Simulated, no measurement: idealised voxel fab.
A process module follows: voxel self aligned contacts.
Square cell edge 5 nm, section width 285 nm, ID cut.
Think of the cross-section as a grid of square cells. We describe it in bands, top to bottom, and each band covers one or more rows of those cells. Top, bottom (nm), then materials left to right with widths (nm); lone material tagged "full width" fills the whole band edge to edge; "empty" = empty space. Convention: height 0 is the level below which the wafer, as received, is all one material. The lowest band does not terminate at the bottom but continues downward, represented as "0 nm and below". Note: "30->40" means the width goes from the first number (top row of the band) to the second number (bottom row) in equal steps per row of cells. Key: "remains unaltered" - step with no changed cell in the cross-section. So "Closed void entries" is basically the list of trapped voids: any empty space of 8 cells or more that can't reach the top through an opening. They're written width x height at distance, the distance being from the left edge, and it's all nm. Formally, on a step line, whatever follows the settings is a remark that the simulator itself makes on the step. overlay nm: where the mask lay relative to plan, measured to the right, on steps with a mask; negatives go left.
Planned process steps
- 1: op RECEIVE | material Si
- 2: op OXIDIZE | depth nm 5
- 3: op DIRECTIONAL_DEP | material polySi | thk nm 25
- 4: op DIRECTIONAL_DEP | material SiN | thk nm 15
- 5: op DIRECTIONAL_DEP | material aC | thk nm 15
- 6: op PATTERN | tone cover | mask id GATE | material resist | width nm 25 | pitch nm 55 | thk nm 30 | overlay nm 0
- 7: op DIRECTIONAL_ETCH | etch materials aC | depth nm 15
- 8: op STRIP | etch materials resist
- 9: op DIRECTIONAL_ETCH | etch materials SiN | depth nm 15
- 10: op DIRECTIONAL_ETCH | etch materials polySi | depth nm 25
- 11: op STRIP | etch materials aC
- 12: op CONFORMAL_DEP | material SiN | thk nm 5
- 13: op DIRECTIONAL_ETCH | etch materials SiN | depth nm 5
- 14: op FILL_DEP | material SiO2 | thk nm 10
- 15: op CMP | height nm 45
- 16: op MASKED_ETCH | tone open | mask id CONTACT | width nm 40 | pitch nm 55 | etch materials SiO2 | depth nm 50 | overlay nm 0
- 17: op CONFORMAL_DEP | material TiN | thk nm 5
- 18: op FILL_DEP | material W | thk nm 5
- 19: op CMP | height nm 45
- 20: op CONFORMAL_DEP | material SiN | thk nm 5
Here's what the wafer looked like in cross-section when it arrived - that's after step 1
	0 nm and below  Si full width
	Closed void entries: none
Cross-section taken at module completion on the first of two wafers; processed per the plan
	50 nm to 45 nm  SiN full width
	45 nm to 40 nm  SiO2 (95) | TiN (15) | W (10) | TiN (15) | SiO2 (15) | TiN (15) | W (10) | TiN (15) | SiO2 (95)
	40 nm to 25 nm  SiO2 (70) | SiN (35) | TiN (5) | W (10) | TiN (5) | SiN (35) | TiN (5) | W (10) | TiN (5) | SiN (35) | SiO2 (70)
	25 nm to 0 nm  SiO2 (70) | SiN (5) | polySi (25) | SiN (5) | TiN (5) | W (10) | TiN (5) | SiN (5) | polySi (25) | SiN (5) | TiN (5) | W (10) | TiN (5) | SiN (5) | polySi (25) | SiN (5) | SiO2 (70)
	0 nm to -5 nm  SiO2 (105) | TiN (20) | SiO2 (35) | TiN (20) | SiO2 (105)
	-5 nm and below  Si full width
	Closed void entries: none
Second wafer cross-section at end of module - shared start and plan with the first, one mistake in the run
	50 nm to 45 nm  SiN full width
	45 nm to 40 nm  W (65) | TiN (30) | SiO2 (40) | TiN (15) | SiO2 (40) | TiN (30) | W (65)
	40 nm to 25 nm  W (65) | TiN (5) | SiN (35) | SiO2 (20) | SiN (35) | SiO2 (20) | SiN (35) | TiN (5) | W (65)
	25 nm to 0 nm  W (65) | TiN (5) | SiN (5) | polySi (25) | SiN (5) | SiO2 (20) | SiN (5) | polySi (25) | SiN (5) | SiO2 (20) | SiN (5) | polySi (25) | SiN (5) | TiN (5) | W (65)
	0 nm to -5 nm  TiN (70) | SiO2 (145) | TiN (70)
	-5 nm and below  Si full width
	Closed void entries: none
It is concluded that the wafer was processed incorrectly with respect to the plan, in that contrary to plan, step 16 was performed as op MASKED_ETCH | tone cover | mask id CONTACT | width nm 40 | pitch nm 55 | etch materials SiO2 | depth nm 50 | overlay nm 0
Materials where the second wafer ends with more or fewer cells than the first: SiO2: 205 fewer | TiN: 7 more | W: 198 more
